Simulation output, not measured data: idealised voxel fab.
Title: Process Module voxel self aligned vias
Shown is cross-section cut, with a width of 145 nm and square cells of size 5 nm.
How to read a cross-section here: the picture is a grid of square cells, written as bands going from the top down, and any band can span one or more rows of cells. A band entry consists of two parts. The first gives the height of the band's top and the height of its bottom, in nm. The rest lists the band's materials from left to right, each with its width in nm. A single material labelled with the word "everywhere" fills the band from edge to edge, and the word "air" marks empty space. Note: height 0 marks the level under which the wafer is uniformly one material as received. Lowest band unbounded below, written "0 down". Quick explanation for "30->40": the width changes in equal steps down the rows of cells, from the first number in the band's top row to the second number in its bottom row. Where the words "no alteration" appear for a step, the cross-section shows no cell changed by that step; every cell remained as before. "Voids, enclosed" enumerates empty spaces isolated from the top, with no open way to it, that contain at least 8 cells, giving each as width x height at distance from the left edge, all three in nm. The remark found on a step's line after its settings is issued by the simulator itself and pertains to that step. For masked steps, "overlay nm" on the step line gives how far right of plan the mask actually lay; a minus sign means it lay to the left.
# Steps planned for the process
1 RECEIVE with material Si
2 CONFORMAL_DEP with material SiO2, thk nm 15
3 CONFORMAL_DEP with material SiCN, thk nm 5
4 DIRECTIONAL_DEP with material SiO2, thk nm 20
5 DIRECTIONAL_DEP with material aC, thk nm 15
6 PATTERN with tone open, mask id LINES, material resist, width nm 25, pitch nm 65, thk nm 35, overlay nm 0
7 DIRECTIONAL_ETCH with etch materials aC, depth nm 15
8 STRIP with etch materials resist
9 DIRECTIONAL_ETCH with etch materials SiO2, depth nm 20
10 STRIP with etch materials aC
11 CONFORMAL_DEP with material TiN, thk nm 5
12 FILL_DEP with material Ru, thk nm 5
13 CMP with height nm 40
14 SELECTIVE_ETCH with etch materials W Ru TiN, depth nm 5
15 FILL_DEP with material SiN, thk nm 5
16 CMP with height nm 40
17 DIRECTIONAL_DEP with material SiO2, thk nm 20
18 DIRECTIONAL_DEP with material aC, thk nm 10
19 PATTERN with tone open, mask id VIAS, material resist, width nm 45, thk nm 25, overlay nm 0
20 DIRECTIONAL_ETCH with etch materials aC, depth nm 10
21 STRIP with etch materials resist
22 DIRECTIONAL_ETCH with etch materials SiO2, depth nm 20
23 DIRECTIONAL_ETCH with etch materials SiN, depth nm 5
24 STRIP with etch materials aC
25 CONFORMAL_DEP with material TiN, thk nm 5
26 FILL_DEP with material W, thk nm 10
27 CMP with height nm 60
28 CONFORMAL_DEP with material SiN, thk nm 5
# as received, after step 1
0 down  Si everywhere
Voids, enclosed: none
# Here's the wafer cut in cross-section after the module, started and planned just like above, except one thing was done wrong in the run
65 to 60  SiN everywhere
60 to 45  SiO2: 15, TiN: 5, W: 35, TiN: 5, SiO2: 85
45 to 40  SiO2: 15, TiN: 45, SiO2: 85
40 to 35  SiCN everywhere
35 to 0  SiO2 everywhere
0 down  Si everywhere
Voids, enclosed: none
Deviation noted in wafer processing: swap of plan steps 3 and 4 during execution
